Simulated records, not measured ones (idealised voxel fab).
The following is a process module called voxel gate over fins.
Square cell edge 5 nm, section width 185 nm, ID cut.
Bands, listed from the top down, are how a cross-section gets written in this document; the cross-section itself is a grid of square cells, and a band is one or more rows of them. It is stipulated that each band's entry specify, in nanometres, the height of the top of the band and then that of its bottom, followed by the materials of the band in left-to-right sequence, each together with its width in nanometres. A single material marked by the word "all across" is understood to fill the band from edge to edge; the word "air" is understood to denote empty space. Heights from 0 (as-received wafer is one material below). Bottom band endless downward, as "0 nm and below". So if you see something like "30..40" for the width, read it as the top row of the band sitting at the first number and the bottom row at the second, with every row in between moving by the same amount as the last. Any step labelled "no alteration" changed none of the cells in the cross-section. In the "Closed internal cavities" entry, you get each enclosed empty space of 8 cells or more, one with no open way to the top, written width x height at distance, distance from the left edge, in nm. On a step's line, text after the settings is the simulator commenting on that step. The "overlay nm" setting may appear on a step's line; for a step that uses a mask, it gives how far to the right of its planned position the mask lay, and a negative value indicates the left.

The process steps that were planned are listed below:
1) RECEIVE [material Si]
2) CONFORMAL_DEP [material SiN] [thk nm 5]
3) DIRECTIONAL_DEP [material aC] [thk nm 15]
4) PATTERN [tone cover] [mask id FINS] [material resist] [width nm 15] [pitch nm 35] [thk nm 30] [overlay nm 0]
5) DIRECTIONAL_ETCH [etch materials aC] [depth nm 15]
6) STRIP [etch materials resist]
7) DIRECTIONAL_ETCH [etch materials SiN] [depth nm 5]
8) DIRECTIONAL_ETCH [etch materials Si] [depth nm 30]
9) STRIP [etch materials aC]
10) OXIDIZE [depth nm 5]
11) FILL_DEP [material SiO2] [thk nm 15]
12) CMP [height nm 5]
13) SELECTIVE_ETCH [etch materials SiO2] [depth nm 15]
14) STRIP [etch materials SiN]
15) CONFORMAL_DEP [material HfO2] [thk nm 5]
16) CONFORMAL_DEP [material TiN] [thk nm 5]
17) CONFORMAL_DEP [material TiAl] [thk nm 5]
18) CONFORMAL_DEP [material TiN] [thk nm 5]
19) FILL_DEP [material W] [thk nm 10]
20) CMP [height nm 25]
21) CONFORMAL_DEP [material SiCN] [thk nm 5]

First wafer of two (run as planned):

As received, after step 1:
> 0 nm and below: Si all across
> Closed internal cavities: none

Cross-section through the wafer, step 2 finished:
> 5 nm to 0 nm: SiN all across
> Everything under 0 stays put, no change at all.

Cross-section through the wafer, step 3 finished:
> 20 nm to 5 nm: aC all across
> Everything under 5 stays put, no change at all.

Cross-section through the wafer, step 4 finished:
> 50 nm to 20 nm: air: 30, resist: 15, air: 20, resist: 15, air: 20, resist: 15, air: 20, resist: 15, air: 35
> Everything under 20 stays put, no change at all.

Cross-section through the wafer, step 5 finished:
> 35 nm to 20 nm: air: 30, resist: 15, air: 20, resist: 15, air: 20, resist: 15, air: 20, resist: 15, air: 35
> 20 nm to 5 nm: air: 30, aC: 15, air: 20, aC: 15, air: 20, aC: 15, air: 20, aC: 15, air: 35
> Everything under 5 stays put, no change at all.

Cross-section through the wafer, step 6 finished:
> 20 nm to 5 nm: air: 30, aC: 15, air: 20, aC: 15, air: 20, aC: 15, air: 20, aC: 15, air: 35
> Everything under 5 stays put, no change at all.

Cross-section through the wafer, step 7 finished:
> 20 nm to 5 nm: air: 30, aC: 15, air: 20, aC: 15, air: 20, aC: 15, air: 20, aC: 15, air: 35
> 5 nm to 0 nm: air: 30, SiN: 15, air: 20, SiN: 15, air: 20, SiN: 15, air: 20, SiN: 15, air: 35
> Everything under 0 stays put, no change at all.

Cross-section through the wafer, step 8 finished:
> 20 nm to 5 nm: air: 30, aC: 15, air: 20, aC: 15, air: 20, aC: 15, air: 20, aC: 15, air: 35
> 5 nm to 0 nm: air: 30, SiN: 15, air: 20, SiN: 15, air: 20, SiN: 15, air: 20, SiN: 15, air: 35
> 0 nm to -30 nm: air: 30, Si: 15, air: 20, Si: 15, air: 20, Si: 15, air: 20, Si: 15, air: 35
> Everything under -30 stays put, no change at all.

Cross-section through the wafer, step 9 finished:
> 5 nm to 0 nm: air: 30, SiN: 15, air: 20, SiN: 15, air: 20, SiN: 15, air: 20, SiN: 15, air: 35
> Everything under 0 stays put, no change at all.

Cross-section through the wafer, step 10 finished:
> 5 nm to 0 nm: air: 30, SiN: 15, air: 20, SiN: 15, air: 20, SiN: 15, air: 20, SiN: 15, air: 35
> 0 nm to -30 nm: air: 30, SiO2: 5, Si: 5, SiO2: 5, air: 20, SiO2: 5, Si: 5, SiO2: 5, air: 20, SiO2: 5, Si: 5, SiO2: 5, air: 20, SiO2: 5, Si: 5, SiO2: 5, air: 35
> -30 nm to -35 nm: SiO2: 35, Si: 5, SiO2: 30, Si: 5, SiO2: 30, Si: 5, SiO2: 30, Si: 5, SiO2: 40
> Everything under -35 stays put, no change at all.

Cross-section through the wafer, step 11 finished:
> 20 nm to 5 nm: SiO2 all across
> 5 nm to 0 nm: SiO2: 30, SiN: 15, SiO2: 20, SiN: 15, SiO2: 20, SiN: 15, SiO2: 20, SiN: 15, SiO2: 35
> 0 nm to -35 nm: SiO2: 35, Si: 5, SiO2: 30, Si: 5, SiO2: 30, Si: 5, SiO2: 30, Si: 5, SiO2: 40
> Everything under -35 stays put, no change at all.

Cross-section through the wafer, step 12 finished:
> 5 nm to 0 nm: SiO2: 30, SiN: 15, SiO2: 20, SiN: 15, SiO2: 20, SiN: 15, SiO2: 20, SiN: 15, SiO2: 35
> Everything under 0 stays put, no change at all.

Cross-section through the wafer, step 13 finished:
> 5 nm to 0 nm: air: 30, SiN: 15, air: 20, SiN: 15, air: 20, SiN: 15, air: 20, SiN: 15, air: 35
> 0 nm to -10 nm: air: 35, Si: 5, air: 30, Si: 5, air: 30, Si: 5, air: 30, Si: 5, air: 40
> Everything under -10 stays put, no change at all.

Cross-section through the wafer, step 14 finished:
> 0 nm to -10 nm: air: 35, Si: 5, air: 30, Si: 5, air: 30, Si: 5, air: 30, Si: 5, air: 40
> Everything under -10 stays put, no change at all.

Cross-section through the wafer, step 15 finished:
> 5 nm to 0 nm: air: 30, HfO2: 15, air: 20, HfO2: 15, air: 20, HfO2: 15, air: 20, HfO2: 15, air: 35
> 0 nm to -5 nm: air: 30, HfO2: 5, Si: 5, HfO2: 5, air: 20, HfO2: 5, Si: 5, HfO2: 5, air: 20, HfO2: 5, Si: 5, HfO2: 5, air: 20, HfO2: 5, Si: 5, HfO2: 5, air: 35
> -5 nm to -10 nm: HfO2: 35, Si: 5, HfO2: 30, Si: 5, HfO2: 30, Si: 5, HfO2: 30, Si: 5, HfO2: 40
> Everything under -10 stays put, no change at all.

Cross-section through the wafer, step 16 finished:
> 10 nm to 5 nm: air: 25, TiN: 25, air: 10, TiN: 25, air: 10, TiN: 25, air: 10, TiN: 25, air: 30
> 5 nm to 0 nm: air: 25, TiN: 5, HfO2: 15, TiN: 5, air: 10, TiN: 5, HfO2: 15, TiN: 5, air: 10, TiN: 5, HfO2: 15, TiN: 5, air: 10, TiN: 5, HfO2: 15, TiN: 5, air: 30
> 0 nm to -5 nm: TiN: 30, HfO2: 5, Si: 5, HfO2: 5, TiN: 20, HfO2: 5, Si: 5, HfO2: 5, TiN: 20, HfO2: 5, Si: 5, HfO2: 5, TiN: 20, HfO2: 5, Si: 5, HfO2: 5, TiN: 35
> Everything under -5 stays put, no change at all.

Cross-section through the wafer, step 17 finished:
> 15 nm to 10 nm: air: 20, TiAl: 140, air: 25
> 10 nm to 5 nm: air: 20, TiAl: 5, TiN: 25, TiAl: 10, TiN: 25, TiAl: 10, TiN: 25, TiAl: 10, TiN: 25, TiAl: 5, air: 25
> 5 nm to 0 nm: TiAl: 25, TiN: 5, HfO2: 15, TiN: 5, TiAl: 10, TiN: 5, HfO2: 15, TiN: 5, TiAl: 10, TiN: 5, HfO2: 15, TiN: 5, TiAl: 10, TiN: 5, HfO2: 15, TiN: 5, TiAl: 30
> Everything under 0 stays put, no change at all.

Cross-section through the wafer, step 18 finished:
> 20 nm to 15 nm: air: 15, TiN: 150, air: 20
> 15 nm to 10 nm: air: 15, TiN: 5, TiAl: 140, TiN: 5, air: 20
> 10 nm to 5 nm: TiN: 20, TiAl: 5, TiN: 25, TiAl: 10, TiN: 25, TiAl: 10, TiN: 25, TiAl: 10, TiN: 25, TiAl: 5, TiN: 25
> Everything under 5 stays put, no change at all.

Cross-section through the wafer, step 19 finished:
> 30 nm to 20 nm: W all across
> 20 nm to 15 nm: W: 15, TiN: 150, W: 20
> 15 nm to 10 nm: W: 15, TiN: 5, TiAl: 140, TiN: 5, W: 20
> Everything under 10 stays put, no change at all.

Cross-section through the wafer, step 20 finished:
> 25 nm to 20 nm: W all across
> Everything under 20 stays put, no change at all.

Cross-section through the wafer, step 21 finished:
> 30 nm to 25 nm: SiCN all across
> Everything under 25 stays put, no change at all.

Second wafer. Start and plan as for the first. One mistake made in running. Agrees with the first up to and including step 12:

Second wafer profile in section, at the moment step 13 of the plan was meant to be complete:
> 5 nm to 0 nm: air: 30, SiN: 15, air: 20, SiN: 15, air: 20, SiN: 15, air: 20, SiN: 15, air: 35
> 0 nm to -20 nm: air: 35, Si: 5, air: 30, Si: 5, air: 30, Si: 5, air: 30, Si: 5, air: 40
> Everything under -20 stays put, no change at all.

Second wafer profile in section, at the moment step 14 of the plan was meant to be complete:
> 0 nm to -20 nm: air: 35, Si: 5, air: 30, Si: 5, air: 30, Si: 5, air: 30, Si: 5, air: 40
> Everything under -20 stays put, no change at all.

Second wafer profile in section, at the moment step 15 of the plan was meant to be complete:
> 5 nm to 0 nm: air: 30, HfO2: 15, air: 20, HfO2: 15, air: 20, HfO2: 15, air: 20, HfO2: 15, air: 35
> 0 nm to -15 nm: air: 30, HfO2: 5, Si: 5, HfO2: 5, air: 20, HfO2: 5, Si: 5, HfO2: 5, air: 20, HfO2: 5, Si: 5, HfO2: 5, air: 20, HfO2: 5, Si: 5, HfO2: 5, air: 35
> -15 nm to -20 nm: HfO2: 35, Si: 5, HfO2: 30, Si: 5, HfO2: 30, Si: 5, HfO2: 30, Si: 5, HfO2: 40
> Everything under -20 stays put, no change at all.

Second wafer profile in section, at the moment step 16 of the plan was meant to be complete:
> 10 nm to 5 nm: air: 25, TiN: 25, air: 10, TiN: 25, air: 10, TiN: 25, air: 10, TiN: 25, air: 30
> 5 nm to 0 nm: air: 25, TiN: 5, HfO2: 15, TiN: 5, air: 10, TiN: 5, HfO2: 15, TiN: 5, air: 10, TiN: 5, HfO2: 15, TiN: 5, air: 10, TiN: 5, HfO2: 15, TiN: 5, air: 30
> 0 nm to -10 nm: air: 25, TiN: 5, HfO2: 5, Si: 5, HfO2: 5, TiN: 5, air: 10, TiN: 5, HfO2: 5, Si: 5, HfO2: 5, TiN: 5, air: 10, TiN: 5, HfO2: 5, Si: 5, HfO2: 5, TiN: 5, air: 10, TiN: 5, HfO2: 5, Si: 5, HfO2: 5, TiN: 5, air: 30
> -10 nm to -15 nm: TiN: 30, HfO2: 5, Si: 5, HfO2: 5, TiN: 20, HfO2: 5, Si: 5, HfO2: 5, TiN: 20, HfO2: 5, Si: 5, HfO2: 5, TiN: 20, HfO2: 5, Si: 5, HfO2: 5, TiN: 35
> Everything under -15 stays put, no change at all.

Second wafer profile in section, at the moment step 17 of the plan was meant to be complete:
> 15 nm to 10 nm: air: 20, TiAl: 140, air: 25
> 10 nm to 5 nm: air: 20, TiAl: 5, TiN: 25, TiAl: 10, TiN: 25, TiAl: 10, TiN: 25, TiAl: 10, TiN: 25, TiAl: 5, air: 25
> 5 nm to 0 nm: air: 20, TiAl: 5, TiN: 5, HfO2: 15, TiN: 5, TiAl: 10, TiN: 5, HfO2: 15, TiN: 5, TiAl: 10, TiN: 5, HfO2: 15, TiN: 5, TiAl: 10, TiN: 5, HfO2: 15, TiN: 5, TiAl: 5, air: 25
> 0 nm to -5 nm: air: 20, TiAl: 5, TiN: 5, HfO2: 5, Si: 5, HfO2: 5, TiN: 5, TiAl: 10, TiN: 5, HfO2: 5, Si: 5, HfO2: 5, TiN: 5, TiAl: 10, TiN: 5, HfO2: 5, Si: 5, HfO2: 5, TiN: 5, TiAl: 10, TiN: 5, HfO2: 5, Si: 5, HfO2: 5, TiN: 5, TiAl: 5, air: 25
> -5 nm to -10 nm: TiAl: 25, TiN: 5, HfO2: 5, Si: 5, HfO2: 5, TiN: 5, TiAl: 10, TiN: 5, HfO2: 5, Si: 5, HfO2: 5, TiN: 5, TiAl: 10, TiN: 5, HfO2: 5, Si: 5, HfO2: 5, TiN: 5, TiAl: 10, TiN: 5, HfO2: 5, Si: 5, HfO2: 5, TiN: 5, TiAl: 30
> Everything under -10 stays put, no change at all.

Second wafer profile in section, at the moment step 18 of the plan was meant to be complete:
> 20 nm to 15 nm: air: 15, TiN: 150, air: 20
> 15 nm to 10 nm: air: 15, TiN: 5, TiAl: 140, TiN: 5, air: 20
> 10 nm to 5 nm: air: 15, TiN: 5, TiAl: 5, TiN: 25, TiAl: 10, TiN: 25, TiAl: 10, TiN: 25, TiAl: 10, TiN: 25, TiAl: 5, TiN: 5, air: 20
> 5 nm to 0 nm: air: 15, TiN: 5, TiAl: 5, TiN: 5, HfO2: 15, TiN: 5, TiAl: 10, TiN: 5, HfO2: 15, TiN: 5, TiAl: 10, TiN: 5, HfO2: 15, TiN: 5, TiAl: 10, TiN: 5, HfO2: 15, TiN: 5, TiAl: 5, TiN: 5, air: 20
> 0 nm to -5 nm: TiN: 20, TiAl: 5, TiN: 5, HfO2: 5, Si: 5, HfO2: 5, TiN: 5, TiAl: 10, TiN: 5, HfO2: 5, Si: 5, HfO2: 5, TiN: 5, TiAl: 10, TiN: 5, HfO2: 5, Si: 5, HfO2: 5, TiN: 5, TiAl: 10, TiN: 5, HfO2: 5, Si: 5, HfO2: 5, TiN: 5, TiAl: 5, TiN: 25
> Everything under -5 stays put, no change at all.

Second wafer profile in section, at the moment step 19 of the plan was meant to be complete:
> 30 nm to 20 nm: W all across
> 20 nm to 15 nm: W: 15, TiN: 150, W: 20
> 15 nm to 10 nm: W: 15, TiN: 5, TiAl: 140, TiN: 5, W: 20
> 10 nm to 5 nm: W: 15, TiN: 5, TiAl: 5, TiN: 25, TiAl: 10, TiN: 25, TiAl: 10, TiN: 25, TiAl: 10, TiN: 25, TiAl: 5, TiN: 5, W: 20
> 5 nm to 0 nm: W: 15, TiN: 5, TiAl: 5, TiN: 5, HfO2: 15, TiN: 5, TiAl: 10, TiN: 5, HfO2: 15, TiN: 5, TiAl: 10, TiN: 5, HfO2: 15, TiN: 5, TiAl: 10, TiN: 5, HfO2: 15, TiN: 5, TiAl: 5, TiN: 5, W: 20
> Everything under 0 stays put, no change at all.

Second wafer profile in section, at the moment step 20 of the plan was meant to be complete:
> 25 nm to 20 nm: W all across
> Everything under 20 stays put, no change at all.

Second wafer profile in section, at the moment step 21 of the plan was meant to be complete:
> 30 nm to 25 nm: SiCN all across
> Everything under 25 stays put, no change at all.
Plan not followed: step 13 did not use the planned setting and instead ran as SELECTIVE_ETCH [etch materials SiO2] [depth nm 25]
End check, counted in cells, second wafer has more or fewer of these materials than the first: HfO2: 16 more; SiO2: 66 fewer; TiAl: 16 more; TiN: 20 more; W: 14 more
